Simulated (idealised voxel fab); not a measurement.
The process module presented herein is designated voxel spacer lines.
Square cells of 5 nm make up the cross-section cut, whose width is 225 nm.
Cross-section format: a grid of square cells, given as bands from top to bottom; each band is one or more rows of cells. Heads up on the band format: heights come first, top then bottom, in nm. After that it's the materials left to right, each with its width in nm. A single material flagged "full width" fills the whole band edge to edge, and "empty" means there's empty space there. Height reference: 0 = level under which incoming wafer is all one material. Lowest band: no bottom, runs on downward, e.g. "from 0 down". The expression "30..40" gives the width at the extremes of the band, the first number at its top row of cells and the second at its bottom row, with the width changing by equal amounts from each row to the next in between. It should be understood that the words "no modification", when stated for a given step, signify that the cross-section underwent no change in any of its cells during that step. "Closed void list" - sealed voids, min. 8 cells, no opening to top; format: width x height at distance (distance from left edge; nm throughout). If you see something after the settings on a step's line, that's the simulator's own remark about that step. "overlay nm" denotes, for a step that has a mask, the displacement of the mask to the right of its planned place, with negative values corresponding to the left.

Set out below are the planned steps of the process:
1. RECEIVE: material Si
2. CONFORMAL_DEP: material Al2O3, thk nm 10
3. DIRECTIONAL_DEP: material TiN, thk nm 10
4. DIRECTIONAL_DEP: material polySi, thk nm 30
5. PATTERN: tone cover, mask id MANDREL, material resist, width nm 25, pitch nm 70, thk nm 40, overlay nm 0
6. DIRECTIONAL_ETCH: etch materials polySi, depth nm 30
7. STRIP: etch materials resist
8. CONFORMAL_DEP: material SiO2, thk nm 10
9. DIRECTIONAL_ETCH: etch materials SiO2, depth nm 10
10. STRIP: etch materials polySi
11. DIRECTIONAL_ETCH: etch materials TiN, depth nm 10
12. STRIP: etch materials SiO2

The first wafer of two, processed as planned:

Received-state cross-section, reflecting completion of step 1:
* from 0 down  Si full width
* Closed void list: none

Take a look at the wafer's cross-section after step 2:
* from 10 to 0  Al2O3 full width
* Unchanged below 0.

Take a look at the wafer's cross-section after step 3:
* from 20 to 10  TiN full width
* Unchanged below 10.

Take a look at the wafer's cross-section after step 4:
* from 50 to 20  polySi full width
* Unchanged below 20.

Take a look at the wafer's cross-section after step 5:
* from 90 to 50  empty 30, then resist 25, then empty 45, then resist 25, then empty 45, then resist 25, then empty 30
* Unchanged below 50.

Take a look at the wafer's cross-section after step 6:
* from 90 to 50  empty 30, then resist 25, then empty 45, then resist 25, then empty 45, then resist 25, then empty 30
* from 50 to 20  empty 30, then polySi 25, then empty 45, then polySi 25, then empty 45, then polySi 25, then empty 30
* Unchanged below 20.

Take a look at the wafer's cross-section after step 7:
* from 50 to 20  empty 30, then polySi 25, then empty 45, then polySi 25, then empty 45, then polySi 25, then empty 30
* Unchanged below 20.

Take a look at the wafer's cross-section after step 8:
* from 60 to 50  empty 20, then SiO2 45, then empty 25, then SiO2 45, then empty 25, then SiO2 45, then empty 20
* from 50 to 30  empty 20, then SiO2 10, then polySi 25, then SiO2 10, then empty 25, then SiO2 10, then polySi 25, then SiO2 10, then empty 25, then SiO2 10, then polySi 25, then SiO2 10, then empty 20
* from 30 to 20  SiO2 30, then polySi 25, then SiO2 45, then polySi 25, then SiO2 45, then polySi 25, then SiO2 30
* Unchanged below 20.

Take a look at the wafer's cross-section after step 9:
* from 50 to 20  empty 20, then SiO2 10, then polySi 25, then SiO2 10, then empty 25, then SiO2 10, then polySi 25, then SiO2 10, then empty 25, then SiO2 10, then polySi 25, then SiO2 10, then empty 20
* Unchanged below 20.

Take a look at the wafer's cross-section after step 10:
* from 50 to 20  empty 20, then SiO2 10, then empty 25, then SiO2 10, then empty 25, then SiO2 10, then empty 25, then SiO2 10, then empty 25, then SiO2 10, then empty 25, then SiO2 10, then empty 20
* Unchanged below 20.

Take a look at the wafer's cross-section after step 11:
* from 50 to 20  empty 20, then SiO2 10, then empty 25, then SiO2 10, then empty 25, then SiO2 10, then empty 25, then SiO2 10, then empty 25, then SiO2 10, then empty 25, then SiO2 10, then empty 20
* from 20 to 10  empty 20, then TiN 10, then empty 25, then TiN 10, then empty 25, then TiN 10, then empty 25, then TiN 10, then empty 25, then TiN 10, then empty 25, then TiN 10, then empty 20
* Unchanged below 10.

Take a look at the wafer's cross-section after step 12:
* from 20 to 10  empty 20, then TiN 10, then empty 25, then TiN 10, then empty 25, then TiN 10, then empty 25, then TiN 10, then empty 25, then TiN 10, then empty 25, then TiN 10, then empty 20
* Unchanged below 10.

Wafer two. Same start, same plan, one slip in execution. Same as wafer one through step 4, inclusive:

Planned end of step 5: second wafer, cross-section:
* from 90 to 50  empty 30, then resist 30, then empty 40, then resist 30, then empty 40, then resist 30, then empty 25
* Unchanged below 50.

Planned end of step 6: second wafer, cross-section:
* from 90 to 50  empty 30, then resist 30, then empty 40, then resist 30, then empty 40, then resist 30, then empty 25
* from 50 to 20  empty 30, then polySi 30, then empty 40, then polySi 30, then empty 40, then polySi 30, then empty 25
* Unchanged below 20.

Planned end of step 7: second wafer, cross-section:
* from 50 to 20  empty 30, then polySi 30, then empty 40, then polySi 30, then empty 40, then polySi 30, then empty 25
* Unchanged below 20.

Planned end of step 8: second wafer, cross-section:
* from 60 to 50  empty 20, then SiO2 50, then empty 20, then SiO2 50, then empty 20, then SiO2 50, then empty 15
* from 50 to 30  empty 20, then SiO2 10, then polySi 30, then SiO2 10, then empty 20, then SiO2 10, then polySi 30, then SiO2 10, then empty 20, then SiO2 10, then polySi 30, then SiO2 10, then empty 15
* from 30 to 20  SiO2 30, then polySi 30, then SiO2 40, then polySi 30, then SiO2 40, then polySi 30, then SiO2 25
* Unchanged below 20.

Planned end of step 9: second wafer, cross-section:
* from 50 to 20  empty 20, then SiO2 10, then polySi 30, then SiO2 10, then empty 20, then SiO2 10, then polySi 30, then SiO2 10, then empty 20, then SiO2 10, then polySi 30, then SiO2 10, then empty 15
* Unchanged below 20.

Planned end of step 10: second wafer, cross-section:
* from 50 to 20  empty 20, then SiO2 10, then empty 30, then SiO2 10, then empty 20, then SiO2 10, then empty 30, then SiO2 10, then empty 20, then SiO2 10, then empty 30, then SiO2 10, then empty 15
* Unchanged below 20.

Planned end of step 11: second wafer, cross-section:
* from 50 to 20  empty 20, then SiO2 10, then empty 30, then SiO2 10, then empty 20, then SiO2 10, then empty 30, then SiO2 10, then empty 20, then SiO2 10, then empty 30, then SiO2 10, then empty 15
* from 20 to 10  empty 20, then TiN 10, then empty 30, then TiN 10, then empty 20, then TiN 10, then empty 30, then TiN 10, then empty 20, then TiN 10, then empty 30, then TiN 10, then empty 15
* Unchanged below 10.

Planned end of step 12: second wafer, cross-section:
* from 20 to 10  empty 20, then TiN 10, then empty 30, then TiN 10, then empty 20, then TiN 10, then empty 30, then TiN 10, then empty 20, then TiN 10, then empty 30, then TiN 10, then empty 15
* Unchanged below 10.
Processing error: heads up, step 5 didn't go per plan, it actually ran as PATTERN: tone cover, mask id MANDREL, material resist, width nm 30, pitch nm 70, thk nm 40, overlay nm 0
At the end, each material covers as many cells on the second wafer as it does on the first, though the cells it covers are elsewhere.
